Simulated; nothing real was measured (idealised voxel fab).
The following process module bears the name voxel spacer lines.
In the cross-section labelled cut, the width is 160 nm and each square cell is 5 nm.
A cross-section is a grid of square cells, given in bands from the top down. A band is one or more rows of cells.
Top, bottom (nm), then materials left to right with widths (nm); lone material tagged "everywhere" fills the whole band edge to edge; "air" = empty space.
We count height from 0. Below that, the starting wafer is all one material. The lowest band never ends at the bottom but goes on down; see "0 down" for how that is written.
The width entry "30 to 40" should be interpreted row by row: the top row of cells in the band takes the first number, the bottom row takes the second number, and the change between adjacent rows is uniform throughout.
Any step labelled "nothing was modified" changed none of the cells in the cross-section.
"Enclosed internal voids" lists enclosed empty spaces (at least 8 cells, no open path upward to the top), each as width x height at distance from the left edge, in nm.
Step line, after settings: the simulator's comment on this step.
You can add "overlay nm" to a step's line. For a step with a mask, it describes how far the mask lay to the right of its planned position, and a negative number describes a lay to the left.

# Below is the list of planned process steps
| 1 | RECEIVE,material Si |
| 2 | CONFORMAL_DEP,material Al2O3,thk nm 5 |
| 3 | DIRECTIONAL_DEP,material W,thk nm 15 |
| 4 | DIRECTIONAL_DEP,material aC,thk nm 20 |
| 5 | PATTERN,tone cover,mask id MANDREL,material resist,width nm 20,pitch nm 60,thk nm 25,overlay nm 0 |
| 6 | DIRECTIONAL_ETCH,etch materials aC,depth nm 20 |
| 7 | STRIP,etch materials resist |
| 8 | CONFORMAL_DEP,material SiO2,thk nm 10 |
| 9 | DIRECTIONAL_ETCH,etch materials SiO2,depth nm 10 |
| 10 | STRIP,etch materials aC |
| 11 | DIRECTIONAL_ETCH,etch materials W,depth nm 15 |
| 12 | STRIP,etch materials SiO2 |

# Received-state cross-section, reflecting completion of step 1
0 down | Si everywhere
Enclosed internal voids: none

# Cross-sectional image of the first of two wafers at the end of the module, the run having proceeded as planned
20 to 5 | air=30 / W=10 / air=20 / W=10 / air=20 / W=10 / air=20 / W=10 / air=30
5 to 0 | Al2O3 everywhere
0 down | Si everywhere
Enclosed internal voids: none

# Wafer two, end of module, cross-section. Same start, same plan as wafer one. One mistake in the run
20 to 5 | air=20 / W=10 / air=20 / W=10 / air=20 / W=10 / air=20 / W=10 / air=40
5 to 0 | Al2O3 everywhere
0 down | Si everywhere
Enclosed internal voids: none
It is concluded that the wafer was processed incorrectly with respect to the plan, in that so step 5 ended up running with a different setting than we planned, it ran as PATTERN,tone cover,mask id MANDREL,material resist,width nm 20,pitch nm 60,thk nm 25,overlay nm -10
So at the finish, the second wafer's got exactly as many cells of each material as the first, just not in the same spots.
